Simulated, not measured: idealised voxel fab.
A process module follows: voxel capacitor over wiring.
Shown is cross-section cut, with a width of 195 nm and square cells of size 5 nm.
For the purposes of this document, a cross-section shall be understood as a grid of square cells, specified as bands listed in top-to-bottom order, each band consisting of one or more rows of cells. It is stipulated that each band's entry specify, in nanometres, the height of the top of the band and then that of its bottom, followed by the materials of the band in left-to-right sequence, each together with its width in nanometres. A single material marked by the word "edge to edge" is understood to fill the band from edge to edge; the word "air" is understood to denote empty space. Heights from 0 (as-received wafer is one material below). Bottom band endless downward, as "0..down". So if you see something like "30->40" for the width, read it as the top row of the band sitting at the first number and the bottom row at the second, with every row in between moving by the same amount as the last. What does "no modifications" mean for a step? It means no cell of the cross-section changed in that step. "Listed closed voids": empty spaces of 8 cells or more with no open way to the top, each given as width x height at distance, distance from the left edge, all in nm. On a step's line, text after the settings is the simulator commenting on that step. On any step carrying a mask, the "overlay nm" setting, if present on the step's line, tells how far right of its planned place the mask lay; negative values point to the left.

# The following list gives the planned process steps
1: RECEIVE [material Si]
2: CONFORMAL_DEP [material SiO2] [thk nm 15]
3: CONFORMAL_DEP [material SiN] [thk nm 5]
4: DIRECTIONAL_DEP [material SiO2] [thk nm 20]
5: DIRECTIONAL_DEP [material aC] [thk nm 15]
6: PATTERN [tone open] [mask id METAL_1] [material resist] [width nm 25] [pitch nm 75] [thk nm 35] [overlay nm 0]
7: DIRECTIONAL_ETCH [etch materials aC] [depth nm 15]
8: STRIP [etch materials resist]
9: DIRECTIONAL_ETCH [etch materials SiO2] [depth nm 20]
10: DIRECTIONAL_ETCH [etch materials SiN] [depth nm 5]
11: STRIP [etch materials aC]
12: CONFORMAL_DEP [material TiN] [thk nm 5]
13: FILL_DEP [material Ru] [thk nm 5]
14: CMP [height nm 40]
15: CONFORMAL_DEP [material SiCN] [thk nm 5]
16: DIRECTIONAL_DEP [material lowk] [thk nm 10]
17: MASKED_ETCH [tone open] [mask id PLUG_1] [width nm 15] [etch materials lowk] [depth nm 10] [overlay nm 0]
18: MASKED_ETCH [tone open] [mask id PLUG_1] [width nm 15] [etch materials SiCN] [depth nm 5] [overlay nm 0]
19: EPI [material Ru] [thk nm 10]
20: EPI [material Ru] [thk nm 5]
21: DIRECTIONAL_DEP [material TiN] [thk nm 10]
22: DIRECTIONAL_DEP [material HfO2] [thk nm 5]
23: DIRECTIONAL_DEP [material TiN] [thk nm 10]
24: PATTERN [tone cover] [mask id UPPER_PLATE] [material resist] [width nm 55] [thk nm 15] [overlay nm 0]
25: DIRECTIONAL_ETCH [etch materials TiN] [depth nm 10]
26: DIRECTIONAL_ETCH [etch materials HfO2] [depth nm 5]
27: STRIP [etch materials resist]
28: PATTERN [tone cover] [mask id LOWER_PLATE] [material resist] [width nm 65] [thk nm 15] [overlay nm 0]
29: DIRECTIONAL_ETCH [etch materials TiN] [depth nm 10]
30: STRIP [etch materials resist]
31: FILL_DEP [material SiO2] [thk nm 20]
32: CMP [height nm 95]
33: PATTERN [tone open] [mask id PLUG_2] [material resist] [width nm 15] [thk nm 20] [overlay nm 0]
34: DIRECTIONAL_ETCH [etch materials SiO2] [depth nm 15]
35: STRIP [etch materials resist]
36: CONFORMAL_DEP [material TiN] [thk nm 5]
37: FILL_DEP [material Ru] [thk nm 5]
38: CMP [height nm 95]
39: CONFORMAL_DEP [material SiCN] [thk nm 5]

# As-received state of the wafer in cross-section, equivalent to post-step 1
* 0..down | Si edge to edge
* Listed closed voids: none

# Cross-section at module end, one run error; start and plan unchanged from above
* 90..85 | SiCN edge to edge
* 85..80 | SiO2 65 nm, TiN 15 nm, SiO2 115 nm
* 80..70 | SiO2 55 nm, TiN 55 nm, SiO2 85 nm
* 70..65 | SiO2 55 nm, HfO2 55 nm, SiO2 85 nm
* 65..55 | SiO2 50 nm, TiN 65 nm, SiO2 80 nm
* 55..45 | lowk 55 nm, Ru 15 nm, lowk 125 nm
* 45..40 | SiCN 55 nm, Ru 15 nm, SiCN 125 nm
* 40..20 | SiO2 45 nm, TiN 5 nm, Ru 15 nm, TiN 5 nm, SiO2 50 nm, TiN 5 nm, Ru 15 nm, TiN 5 nm, SiO2 50 nm
* 20..15 | SiN 45 nm, TiN 25 nm, SiN 50 nm, TiN 25 nm, SiN 50 nm
* 15..0 | SiO2 edge to edge
* 0..down | Si edge to edge
* Listed closed voids: none
What went wrong in running the wafer? contrary to plan, step 38 was performed as CMP [height nm 85]
